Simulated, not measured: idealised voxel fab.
process module | voxel plated lines
cross-section cut | 260 nm wide | cells 5 nm
A cross-section is a grid of square cells, given in bands from the top down. A band is one or more rows of cells.
Each band's line starts with the height of the band's top and of its bottom, in nm. Then come its materials from left to right, each with its width in nm. One material with "throughout" fills the band from edge to edge. "air" is empty space.
Height 0 is the level under which the wafer as received is all one material. The lowest band goes on downwards, as in "0 down".
A width such as "30 to 40" changes by the same amount from each row of cells to the next, from the band's top row to its bottom row.
"no change" after a step means that no cell of the cross-section changed.
closed voids: empty space of 8 cells or more with no open way to the top, each as width x height at its distance from the left edge, in nm
after a step's settings: what the simulator itself notes on the step
overlay nm, on a step with a mask: how far to the right of its planned place the mask lay; to the left if negative
plan
1 op RECEIVE | material Si
2 op CONFORMAL_DEP | material Al2O3 | thk nm 10
3 op DIRECTIONAL_DEP | material TiN | thk nm 5
4 op PATTERN | tone open | mask id LINES | material resist | width nm 20 | pitch nm 40 | thk nm 35 | overlay nm 0
5 op EPI | material Ru | thk nm 10
6 op EPI | material Ru | thk nm 5
7 op EPI | material Ru | thk nm 10
8 op STRIP | etch materials resist
9 op DIRECTIONAL_ETCH | etch materials TiN | depth nm 5
10 op CONFORMAL_DEP | material SiO2 | thk nm 10
as received, after step 1
  0 down: Si throughout
  closed voids: none
a wafer at the end: this start, this plan, one mistake
  45 to 40: air 55 | SiO2 30 | air 10 | SiO2 30 | air 10 | SiO2 30 | air 10 | SiO2 30 | air 55
  40 to 15: air 55 | SiO2 5 | Ru 20 | SiO2 5 | air 10 | SiO2 5 | Ru 20 | SiO2 5 | air 10 | SiO2 5 | Ru 20 | SiO2 5 | air 10 | SiO2 5 | Ru 20 | SiO2 5 | air 55
  15 to 10: SiO2 60 | TiN 20 | SiO2 20 | TiN 20 | SiO2 20 | TiN 20 | SiO2 20 | TiN 20 | SiO2 60
  10 to 0: Al2O3 throughout
  0 down: Si throughout
  closed voids: none
what went wrong: step 10 ran as: op CONFORMAL_DEP | material SiO2 | thk nm 5
